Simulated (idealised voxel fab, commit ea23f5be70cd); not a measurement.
Proc. module: voxel released beams
The figure presents cross-section cut, which has a width of 145 nm and is divided into square cells with an edge length of 5 nm.
This document writes a cross-section as a grid whose cells are square, and gives it as bands, listed from the top down; one or more rows of cells form a band. Band: top height; bottom height; in nm. Then, left to right: material with width in nm, for each material. "throughout": a single material spanning edge to edge. "empty": empty space. Ref level 0: as-received wafer is one material below here. Bottom band extends down with no lower bound ("0..down"). A width given as "30 to 40" starts at the first number in the band's top row and ends at the second number in its bottom row, shifting by an equal amount at every step from row to row. A step reported as "nothing got changed" is a step in which no cell of the cross-section changed. For the entry "Voids, enclosed", the listed items are empty spaces with no open way to the top whose size is 8 cells or more; each item follows the pattern width x height at distance, where distance is from the left edge and all three are in nm. Post-settings text on a step line: simulator's own remark regarding the step. overlay nm: step with mask; distance mask lay right of planned place; negative value = left of planned place.

PLANNED PROCESS STEPS
1 RECEIVE: material Si
2 CONFORMAL_DEP: material Al2O3, thk nm 5
3 DIRECTIONAL_DEP: material SiO2, thk nm 15
4 PATTERN: tone open, mask id ANCHOR, material resist, width nm 45, thk nm 15, overlay nm 0
5 DIRECTIONAL_ETCH: etch materials SiO2, depth nm 15
6 STRIP: etch materials resist
7 CONFORMAL_DEP: material W, thk nm 15
8 MASKED_ETCH: tone cover, mask id BEAM, width nm 95, etch materials W, depth nm 15, overlay nm 0
9 STRIP: etch materials SiO2

FIRST WAFER, TWO IN TOTAL, RUN AS PLANNED

AS RECEIVED (POST STEP 1): CROSS-SECTION
    0..down = Si throughout
    Voids, enclosed: none

SECTIONAL VIEW: WAFER, AFTER STEP 2
    5..0 = Al2O3 throughout
    Heights below 0 show no change.

SECTIONAL VIEW: WAFER, AFTER STEP 3
    20..5 = SiO2 throughout
    Heights below 5 show no change.

SECTIONAL VIEW: WAFER, AFTER STEP 4
    35..20 = 25 of resist  45 of empty  75 of resist
    Heights below 20 show no change.

SECTIONAL VIEW: WAFER, AFTER STEP 5
    35..20 = 25 of resist  45 of empty  75 of resist
    20..5 = 25 of SiO2  45 of empty  75 of SiO2
    Heights below 5 show no change.

SECTIONAL VIEW: WAFER, AFTER STEP 6
    20..5 = 25 of SiO2  45 of empty  75 of SiO2
    Heights below 5 show no change.

SECTIONAL VIEW: WAFER, AFTER STEP 7
    35..20 = 40 of W  15 of empty  90 of W
    20..5 = 25 of SiO2  45 of W  75 of SiO2
    Heights below 5 show no change.

SECTIONAL VIEW: WAFER, AFTER STEP 8
    35..20 = 20 of empty  20 of W  15 of empty  60 of W  30 of empty
    Heights below 20 show no change.

SECTIONAL VIEW: WAFER, AFTER STEP 9
    35..20 = 20 of empty  20 of W  15 of empty  60 of W  30 of empty
    20..5 = 25 of empty  45 of W  75 of empty
    Heights below 5 show no change.

THE SECOND WAFER BEGAN EXACTLY AS THE FIRST DID AND FOLLOWED THE SAME PLAN, BUT ONE MISTAKE WAS MADE WHILE RUNNING IT; THROUGH STEP 7 INCLUSIVE, THE TWO WAFERS ARE IDENTICAL

WHAT THE SECOND WAFER LOOKS LIKE IN CROSS-SECTION WHEN STEP 8 SHOULD HAVE WRAPPED UP
    35..20 = 20 of W  95 of empty  30 of W
    20..5 = 25 of SiO2  15 of W  15 of empty  15 of W  75 of SiO2
    Heights below 5 show no change.

WHAT THE SECOND WAFER LOOKS LIKE IN CROSS-SECTION WHEN STEP 9 SHOULD HAVE WRAPPED UP
    20..5 = 25 of empty  15 of W  15 of empty  15 of W  75 of empty
    Heights below 5 show no change.
Against the plan, the run slipped here: step 8 ran with different settings than intended, the actual operation and settings being MASKED_ETCH: tone open, mask id BEAM, width nm 95, etch materials W, depth nm 15, overlay nm 0
Looking at both finished wafers in cells, the second ends up ahead of or behind the first on some materials: W -57
